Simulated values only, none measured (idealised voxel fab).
process module | voxel capacitor over wiring
cross-section cut | 150 nm wide | cells 5 nm
A cross-section is a grid of square cells, given in bands from the top down. A band is one or more rows of cells.
Each band's line starts with the height of the band's top and of its bottom, in nm. Then come its materials from left to right, each with its width in nm. One material with "throughout" fills the band from edge to edge. "air" is empty space.
Height 0 is the level under which the wafer as received is all one material. The lowest band goes on downwards, as in "0 down".
A width such as "30 to 40" changes by the same amount from each row of cells to the next, from the band's top row to its bottom row.
"no change" after a step means that no cell of the cross-section changed.
closed voids: empty space of 8 cells or more with no open way to the top, each as width x height at its distance from the left edge, in nm
after a step's settings: what the simulator itself notes on the step
overlay nm, on a step with a mask: how far to the right of its planned place the mask lay; to the left if negative
plan
1 op RECEIVE | material Si
2 op CONFORMAL_DEP | material SiO2 | thk nm 15
3 op CONFORMAL_DEP | material SiN | thk nm 5
4 op DIRECTIONAL_DEP | material lowk | thk nm 25
5 op PATTERN | tone open | mask id METAL_1 | material resist | width nm 25 | pitch nm 95 | thk nm 20 | overlay nm 0
6 op DIRECTIONAL_ETCH | etch materials lowk | depth nm 25
7 op DIRECTIONAL_ETCH | etch materials SiN | depth nm 5
8 op STRIP | etch materials resist
9 op CONFORMAL_DEP | material TiN | thk nm 5
10 op FILL_DEP | material Cu | thk nm 10
11 op CMP | height nm 45
12 op CONFORMAL_DEP | material SiCN | thk nm 5
13 op DIRECTIONAL_DEP | material lowk | thk nm 20
14 op DIRECTIONAL_DEP | material aC | thk nm 15
15 op PATTERN | tone open | mask id PLUG_1 | material resist | width nm 15 | thk nm 35 | overlay nm 0
16 op DIRECTIONAL_ETCH | etch materials aC | depth nm 15
17 op STRIP | etch materials resist
18 op DIRECTIONAL_ETCH | etch materials lowk | depth nm 20
19 op DIRECTIONAL_ETCH | etch materials SiCN | depth nm 5
20 op STRIP | etch materials aC
21 op CONFORMAL_DEP | material TiN | thk nm 5
22 op FILL_DEP | material Ru | thk nm 10
23 op CMP | height nm 70
24 op DIRECTIONAL_DEP | material TiN | thk nm 5
25 op DIRECTIONAL_DEP | material Al2O3 | thk nm 5
26 op DIRECTIONAL_DEP | material TiN | thk nm 10
27 op DIRECTIONAL_DEP | material aC | thk nm 10
28 op PATTERN | tone cover | mask id UPPER_PLATE | material resist | width nm 75 | thk nm 30 | overlay nm 0
29 op DIRECTIONAL_ETCH | etch materials aC | depth nm 10
30 op STRIP | etch materials resist
31 op DIRECTIONAL_ETCH | etch materials TiN | depth nm 10
32 op DIRECTIONAL_ETCH | etch materials Al2O3 | depth nm 5
33 op STRIP | etch materials aC
34 op MASKED_ETCH | tone cover | mask id LOWER_PLATE | width nm 85 | etch materials TiN | depth nm 5 | overlay nm 0
35 op FILL_DEP | material SiO2 | thk nm 20
36 op CMP | height nm 105
37 op DIRECTIONAL_DEP | material aC | thk nm 15
38 op PATTERN | tone open | mask id PLUG_2 | material resist | width nm 15 | thk nm 30 | overlay nm 0
39 op DIRECTIONAL_ETCH | etch materials aC | depth nm 15
40 op STRIP | etch materials resist
41 op DIRECTIONAL_ETCH | etch materials SiO2 | depth nm 15
42 op STRIP | etch materials aC
43 op CONFORMAL_DEP | material TiN | thk nm 5
44 op FILL_DEP | material Cu | thk nm 10
45 op CMP | height nm 105
46 op CONFORMAL_DEP | material SiN | thk nm 5
as received, after step 1
  0 down: Si throughout
  closed voids: none
a wafer at the end: this start, this plan, one mistake
  110 to 105: SiN throughout
  105 to 95: SiO2 35 | TiN 5 | Cu 5 | TiN 5 | SiO2 100
  95 to 90: SiO2 35 | TiN 15 | SiO2 100
  90 to 80: SiO2 25 | TiN 75 | SiO2 50
  80 to 75: SiO2 25 | Al2O3 75 | SiO2 50
  75 to 70: SiO2 20 | TiN 85 | SiO2 45
  70 to 50: lowk 25 | TiN 5 | Ru 5 | TiN 5 | lowk 110
  50 to 45: SiCN 25 | TiN 15 | SiCN 110
  45 to 20: lowk 20 | TiN 5 | Cu 10 | TiN 5 | lowk 75 | TiN 5 | Cu 10 | TiN 5 | lowk 15
  20 to 15: SiN 20 | TiN 20 | SiN 75 | TiN 20 | SiN 15
  15 to 0: SiO2 throughout
  0 down: Si throughout
  closed voids: none
what went wrong: step 5 ran as: op PATTERN | tone open | mask id METAL_1 | material resist | width nm 20 | pitch nm 95 | thk nm 20 | overlay nm 0
